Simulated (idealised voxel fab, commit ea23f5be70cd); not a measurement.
The following process module bears the name voxel trench capacitor.
It is cross-section cut that appears here, measuring 260 nm in width, its square cells being 5 nm in size.
Just so we're on the same page, the cross-sections are grids of square cells, and they're listed out in bands top to bottom, each band one or more rows deep.
Within each band entry, the heights of the top and of the bottom of the band appear first, in that order and in nm; the materials of the band then follow from left to right, each with its corresponding width in nm. The designation "throughout" on a single material indicates that it fills the band from edge to edge; the designation "empty" indicates empty space.
Basically, 0 is our baseline, since under it the wafer straight out of the box is all one material. The bottom band has no lower end and keeps on going down, so it looks like "0..down".
Graded width ("30 to 40"): value in top row of band = first number; value in bottom row = second number; row-to-row change constant.
"remains unaltered" -> step changed no cross-section cell.
Voids not open to the top, 8 cells minimum: see "Sealed void inventory". Written width x height at distance; distance is from the left edge; nm.
Step line, after settings: the simulator's comment on this step.
"overlay nm" answers the question of how far to the right of plan the mask lay on a step that has a mask, and when it is negative the answer is to the left.
# Steps planned for the process
1: RECEIVE with material Si
2: CONFORMAL_DEP with material SiN, thk nm 5
3: DIRECTIONAL_DEP with material aC, thk nm 5
4: PATTERN with tone open, mask id TRENCH, material resist, width nm 15, pitch nm 40, thk nm 35, overlay nm 0
5: DIRECTIONAL_ETCH with etch materials aC, depth nm 15
6: STRIP with etch materials resist
7: DIRECTIONAL_ETCH with etch materials SiN, depth nm 5
8: DIRECTIONAL_ETCH with etch materials Si, depth nm 40
9: STRIP with etch materials aC
10: CONFORMAL_DEP with material Al2O3, thk nm 5
11: FILL_DEP with material polySi, thk nm 5
12: CMP with height nm 5
Keep in mind the plan's value for the thk nm of step 3 comes from the first wafer; the wafers don't share that setting, but they do share the same starting point.
# First of several wafers (as received, post step 1), cross-sectional view
	0..down  Si throughout
	Sealed void inventory: none
# End of the module, past its last step, step 12: how the first of several wafers looks in cross-section
	5..0  SiN 80 nm  Al2O3 5 nm  polySi 5 nm  Al2O3 5 nm  SiN 25 nm  Al2O3 5 nm  polySi 5 nm  Al2O3 5 nm  SiN 25 nm  Al2O3 5 nm  polySi 5 nm  Al2O3 5 nm  SiN 85 nm
	0..-35  Si 80 nm  Al2O3 5 nm  polySi 5 nm  Al2O3 5 nm  Si 25 nm  Al2O3 5 nm  polySi 5 nm  Al2O3 5 nm  Si 25 nm  Al2O3 5 nm  polySi 5 nm  Al2O3 5 nm  Si 85 nm
	-35..-40  Si 80 nm  Al2O3 15 nm  Si 25 nm  Al2O3 15 nm  Si 25 nm  Al2O3 15 nm  Si 85 nm
	-40..down  Si throughout
	Sealed void inventory: none
# Cross-section at module completion, last wafer
	5..0  SiN throughout
	0..down  Si throughout
	Sealed void inventory: none
# Per wafer, end of module: cells gained (+) or lost (-) per material since receipt, then closed voids
thk nm 5, +57 Al2O3, -72 Si, +43 SiN, +24 polySi, Sealed void inventory: none
thk nm 10, +57 Al2O3, -72 Si, +43 SiN, +24 polySi, Sealed void inventory: none
thk nm 15, +57 Al2O3, -72 Si, +43 SiN, +24 polySi, Sealed void inventory: none
thk nm 20, +52 SiN, Sealed void inventory: none
thk nm 25, +52 SiN, Sealed void inventory: none
thk nm 30, +52 SiN, Sealed void inventory: none
